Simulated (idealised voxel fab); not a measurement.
Presented below is a process module, voxel self aligned vias.
Cross-sectional view cut (width: 250 nm; square cell size: 5 nm).
The cross-sections in this document take the form of a grid made of square cells. They are written out as bands, in order from top to bottom. Each band consists of one or more rows of cells.
Top height, bottom height, nm. Materials left to right, width each, nm. Single material + "edge to edge" = fills band edge to edge. "blank" = empty.
Heights are expressed relative to 0, this being the level below which the as-received wafer comprises one material exclusively. The lowest band is unbounded in the downward direction and is denoted as in "0 down".
Note: "30->40" means the width goes from the first number (top row of the band) to the second number (bottom row) in equal steps per row of cells.
"no modifications" (step): cross-section cells unchanged, all of them.
Basically, "Closed void catalog" tells you about the enclosed voids: empty spaces with no open way to the top, 8 cells or bigger, each written width x height at distance, where distance is from the left edge, all in nm.
Read whatever lies past the settings on a step's line as the simulator's own remark about the step.
Among the settings permitted on a step's line is "overlay nm"; applied to a step with a mask, it specifies the extent to which the mask lay to the right of its planned position, whereas a negative figure signifies a position to the left.
# The planned process steps are enumerated hereunder
| 1 | RECEIVE: material Si |
| 2 | CONFORMAL_DEP: material SiO2, thk nm 10 |
| 3 | CONFORMAL_DEP: material SiCN, thk nm 5 |
| 4 | DIRECTIONAL_DEP: material lowk, thk nm 30 |
| 5 | DIRECTIONAL_DEP: material aC, thk nm 10 |
| 6 | PATTERN: tone open, mask id LINES, material resist, width nm 20, pitch nm 70, thk nm 25, overlay nm 0 |
| 7 | DIRECTIONAL_ETCH: etch materials aC, depth nm 10 |
| 8 | STRIP: etch materials resist |
| 9 | DIRECTIONAL_ETCH: etch materials lowk, depth nm 30 |
| 10 | STRIP: etch materials aC |
| 11 | CONFORMAL_DEP: material TiN, thk nm 5 |
| 12 | FILL_DEP: material Ru, thk nm 10 |
| 13 | CMP: height nm 45 |
| 14 | SELECTIVE_ETCH: etch materials W Ru TiN, depth nm 10 |
| 15 | FILL_DEP: material SiN, thk nm 10 |
| 16 | CMP: height nm 45 |
| 17 | DIRECTIONAL_DEP: material lowk, thk nm 15 |
| 18 | DIRECTIONAL_DEP: material aC, thk nm 10 |
| 19 | PATTERN: tone open, mask id VIAS, material resist, width nm 40, pitch nm 70, thk nm 25, overlay nm 0 |
| 20 | DIRECTIONAL_ETCH: etch materials aC, depth nm 10 |
| 21 | STRIP: etch materials resist |
| 22 | DIRECTIONAL_ETCH: etch materials lowk, depth nm 15 |
| 23 | DIRECTIONAL_ETCH: etch materials SiN, depth nm 10 |
| 24 | STRIP: etch materials aC |
| 25 | CONFORMAL_DEP: material TiN, thk nm 5 |
| 26 | FILL_DEP: material Ru, thk nm 5 |
| 27 | CMP: height nm 60 |
| 28 | CONFORMAL_DEP: material SiCN, thk nm 5 |
# Run as planned: first of two wafers
# Delivered wafer in cross-section: state after step 1
  0 down | Si edge to edge
  Closed void catalog: none
# State of the wafer after step 2, shown in cross-section
  10 to 0 | SiO2 edge to edge
  Rest of section, below 0: as before.
# State of the wafer after step 3, shown in cross-section
  15 to 10 | SiCN edge to edge
  Rest of section, below 10: as before.
# State of the wafer after step 4, shown in cross-section
  45 to 15 | lowk edge to edge
  Rest of section, below 15: as before.
# State of the wafer after step 5, shown in cross-section
  55 to 45 | aC edge to edge
  Rest of section, below 45: as before.
# State of the wafer after step 6, shown in cross-section
  80 to 55 | resist 80 nm / blank 20 nm / resist 50 nm / blank 20 nm / resist 80 nm
  Rest of section, below 55: as before.
# State of the wafer after step 7, shown in cross-section
  70 to 55 | resist 80 nm / blank 20 nm / resist 50 nm / blank 20 nm / resist 80 nm
  55 to 45 | aC 80 nm / blank 20 nm / aC 50 nm / blank 20 nm / aC 80 nm
  Rest of section, below 45: as before.
# State of the wafer after step 8, shown in cross-section
  55 to 45 | aC 80 nm / blank 20 nm / aC 50 nm / blank 20 nm / aC 80 nm
  Rest of section, below 45: as before.
# State of the wafer after step 9, shown in cross-section
  55 to 45 | aC 80 nm / blank 20 nm / aC 50 nm / blank 20 nm / aC 80 nm
  45 to 15 | lowk 80 nm / blank 20 nm / lowk 50 nm / blank 20 nm / lowk 80 nm
  Rest of section, below 15: as before.
# State of the wafer after step 10, shown in cross-section
  45 to 15 | lowk 80 nm / blank 20 nm / lowk 50 nm / blank 20 nm / lowk 80 nm
  Rest of section, below 15: as before.
# State of the wafer after step 11, shown in cross-section
  50 to 45 | TiN 85 nm / blank 10 nm / TiN 60 nm / blank 10 nm / TiN 85 nm
  45 to 20 | lowk 80 nm / TiN 5 nm / blank 10 nm / TiN 5 nm / lowk 50 nm / TiN 5 nm / blank 10 nm / TiN 5 nm / lowk 80 nm
  20 to 15 | lowk 80 nm / TiN 20 nm / lowk 50 nm / TiN 20 nm / lowk 80 nm
  Rest of section, below 15: as before.
# State of the wafer after step 12, shown in cross-section
  60 to 50 | Ru edge to edge
  50 to 45 | TiN 85 nm / Ru 10 nm / TiN 60 nm / Ru 10 nm / TiN 85 nm
  45 to 20 | lowk 80 nm / TiN 5 nm / Ru 10 nm / TiN 5 nm / lowk 50 nm / TiN 5 nm / Ru 10 nm / TiN 5 nm / lowk 80 nm
  Rest of section, below 20: as before.
# State of the wafer after step 13, shown in cross-section
  45 to 20 | lowk 80 nm / TiN 5 nm / Ru 10 nm / TiN 5 nm / lowk 50 nm / TiN 5 nm / Ru 10 nm / TiN 5 nm / lowk 80 nm
  Rest of section, below 20: as before.
# State of the wafer after step 14, shown in cross-section
  45 to 35 | lowk 80 nm / blank 20 nm / lowk 50 nm / blank 20 nm / lowk 80 nm
  Rest of section, below 35: as before.
# State of the wafer after step 15, shown in cross-section
  55 to 45 | SiN edge to edge
  45 to 35 | lowk 80 nm / SiN 20 nm / lowk 50 nm / SiN 20 nm / lowk 80 nm
  Rest of section, below 35: as before.
# State of the wafer after step 16, shown in cross-section
  45 to 35 | lowk 80 nm / SiN 20 nm / lowk 50 nm / SiN 20 nm / lowk 80 nm
  Rest of section, below 35: as before.
# State of the wafer after step 17, shown in cross-section
  60 to 45 | lowk edge to edge
  Rest of section, below 45: as before.
# State of the wafer after step 18, shown in cross-section
  70 to 60 | aC edge to edge
  Rest of section, below 60: as before.
# State of the wafer after step 19, shown in cross-section
  95 to 70 | resist 70 nm / blank 40 nm / resist 30 nm / blank 40 nm / resist 70 nm
  Rest of section, below 70: as before.
# State of the wafer after step 20, shown in cross-section
  85 to 70 | resist 70 nm / blank 40 nm / resist 30 nm / blank 40 nm / resist 70 nm
  70 to 60 | aC 70 nm / blank 40 nm / aC 30 nm / blank 40 nm / aC 70 nm
  Rest of section, below 60: as before.
# State of the wafer after step 21, shown in cross-section
  70 to 60 | aC 70 nm / blank 40 nm / aC 30 nm / blank 40 nm / aC 70 nm
  Rest of section, below 60: as before.
# State of the wafer after step 22, shown in cross-section
  70 to 60 | aC 70 nm / blank 40 nm / aC 30 nm / blank 40 nm / aC 70 nm
  60 to 45 | lowk 70 nm / blank 40 nm / lowk 30 nm / blank 40 nm / lowk 70 nm
  Rest of section, below 45: as before.
# State of the wafer after step 23, shown in cross-section
  70 to 60 | aC 70 nm / blank 40 nm / aC 30 nm / blank 40 nm / aC 70 nm
  60 to 45 | lowk 70 nm / blank 40 nm / lowk 30 nm / blank 40 nm / lowk 70 nm
  45 to 35 | lowk 80 nm / blank 20 nm / lowk 50 nm / blank 20 nm / lowk 80 nm
  Rest of section, below 35: as before.
# State of the wafer after step 24, shown in cross-section
  60 to 45 | lowk 70 nm / blank 40 nm / lowk 30 nm / blank 40 nm / lowk 70 nm
  Rest of section, below 45: as before.
# State of the wafer after step 25, shown in cross-section
  65 to 60 | TiN 75 nm / blank 30 nm / TiN 40 nm / blank 30 nm / TiN 75 nm
  60 to 50 | lowk 70 nm / TiN 5 nm / blank 30 nm / TiN 5 nm / lowk 30 nm / TiN 5 nm / blank 30 nm / TiN 5 nm / lowk 70 nm
  50 to 40 | lowk 70->80 nm / TiN 15->5 nm / blank 10 nm / TiN 15->5 nm / lowk 30->50 nm / TiN 15->5 nm / blank 10 nm / TiN 15->5 nm / lowk 70->80 nm
  40 to 35 | lowk 80 nm / TiN 20 nm / lowk 50 nm / TiN 20 nm / lowk 80 nm
  Rest of section, below 35: as before.
# State of the wafer after step 26, shown in cross-section
  70 to 65 | Ru edge to edge
  65 to 60 | TiN 75 nm / Ru 30 nm / TiN 40 nm / Ru 30 nm / TiN 75 nm
  60 to 50 | lowk 70 nm / TiN 5 nm / Ru 30 nm / TiN 5 nm / lowk 30 nm / TiN 5 nm / Ru 30 nm / TiN 5 nm / lowk 70 nm
  50 to 40 | lowk 70->80 nm / TiN 15->5 nm / Ru 10 nm / TiN 15->5 nm / lowk 30->50 nm / TiN 15->5 nm / Ru 10 nm / TiN 15->5 nm / lowk 70->80 nm
  Rest of section, below 40: as before.
# State of the wafer after step 27, shown in cross-section
  60 to 50 | lowk 70 nm / TiN 5 nm / Ru 30 nm / TiN 5 nm / lowk 30 nm / TiN 5 nm / Ru 30 nm / TiN 5 nm / lowk 70 nm
  Rest of section, below 50: as before.
# State of the wafer after step 28, shown in cross-section
  65 to 60 | SiCN edge to edge
  Rest of section, below 60: as before.
# Second wafer: same start and same plan as the first, one execution error; identical to the first through step 18
# What the second wafer looks like in cross-section when step 19 should have wrapped up
  95 to 70 | resist 65 nm / blank 40 nm / resist 30 nm / blank 40 nm / resist 75 nm
  Rest of section, below 70: as before.
# What the second wafer looks like in cross-section when step 20 should have wrapped up
  85 to 70 | resist 65 nm / blank 40 nm / resist 30 nm / blank 40 nm / resist 75 nm
  70 to 60 | aC 65 nm / blank 40 nm / aC 30 nm / blank 40 nm / aC 75 nm
  Rest of section, below 60: as before.
# What the second wafer looks like in cross-section when step 21 should have wrapped up
  70 to 60 | aC 65 nm / blank 40 nm / aC 30 nm / blank 40 nm / aC 75 nm
  Rest of section, below 60: as before.
# What the second wafer looks like in cross-section when step 22 should have wrapped up
  70 to 60 | aC 65 nm / blank 40 nm / aC 30 nm / blank 40 nm / aC 75 nm
  60 to 45 | lowk 65 nm / blank 40 nm / lowk 30 nm / blank 40 nm / lowk 75 nm
  Rest of section, below 45: as before.
# What the second wafer looks like in cross-section when step 23 should have wrapped up
  70 to 60 | aC 65 nm / blank 40 nm / aC 30 nm / blank 40 nm / aC 75 nm
  60 to 45 | lowk 65 nm / blank 40 nm / lowk 30 nm / blank 40 nm / lowk 75 nm
  45 to 35 | lowk 80 nm / blank 20 nm / lowk 50 nm / blank 20 nm / lowk 80 nm
  Rest of section, below 35: as before.
# What the second wafer looks like in cross-section when step 24 should have wrapped up
  60 to 45 | lowk 65 nm / blank 40 nm / lowk 30 nm / blank 40 nm / lowk 75 nm
  Rest of section, below 45: as before.
# What the second wafer looks like in cross-section when step 25 should have wrapped up
  65 to 60 | TiN 70 nm / blank 30 nm / TiN 40 nm / blank 30 nm / TiN 80 nm
  60 to 50 | lowk 65 nm / TiN 5 nm / blank 30 nm / TiN 5 nm / lowk 30 nm / TiN 5 nm / blank 30 nm / TiN 5 nm / lowk 75 nm
  50 to 40 | lowk 65->80 nm / TiN 20->5 nm / blank 10 nm / TiN 10->5 nm / lowk 30->50 nm / TiN 20->5 nm / blank 10 nm / TiN 10->5 nm / lowk 75->80 nm
  40 to 35 | lowk 80 nm / TiN 20 nm / lowk 50 nm / TiN 20 nm / lowk 80 nm
  Rest of section, below 35: as before.
# What the second wafer looks like in cross-section when step 26 should have wrapped up
  70 to 65 | Ru edge to edge
  65 to 60 | TiN 70 nm / Ru 30 nm / TiN 40 nm / Ru 30 nm / TiN 80 nm
  60 to 50 | lowk 65 nm / TiN 5 nm / Ru 30 nm / TiN 5 nm / lowk 30 nm / TiN 5 nm / Ru 30 nm / TiN 5 nm / lowk 75 nm
  50 to 40 | lowk 65->80 nm / TiN 20->5 nm / Ru 10 nm / TiN 10->5 nm / lowk 30->50 nm / TiN 20->5 nm / Ru 10 nm / TiN 10->5 nm / lowk 75->80 nm
  Rest of section, below 40: as before.
# What the second wafer looks like in cross-section when step 27 should have wrapped up
  60 to 50 | lowk 65 nm / TiN 5 nm / Ru 30 nm / TiN 5 nm / lowk 30 nm / TiN 5 nm / Ru 30 nm / TiN 5 nm / lowk 75 nm
  Rest of section, below 50: as before.
# What the second wafer looks like in cross-section when step 28 should have wrapped up
  65 to 60 | SiCN edge to edge
  Rest of section, below 60: as before.
Processing error: step 19 ran as: PATTERN: tone open, mask id VIAS, material resist, width nm 40, pitch nm 70, thk nm 25, overlay nm -5
Tallied in cells, the final second wafer holds each material in the same quantity as the first, although not at the same places.
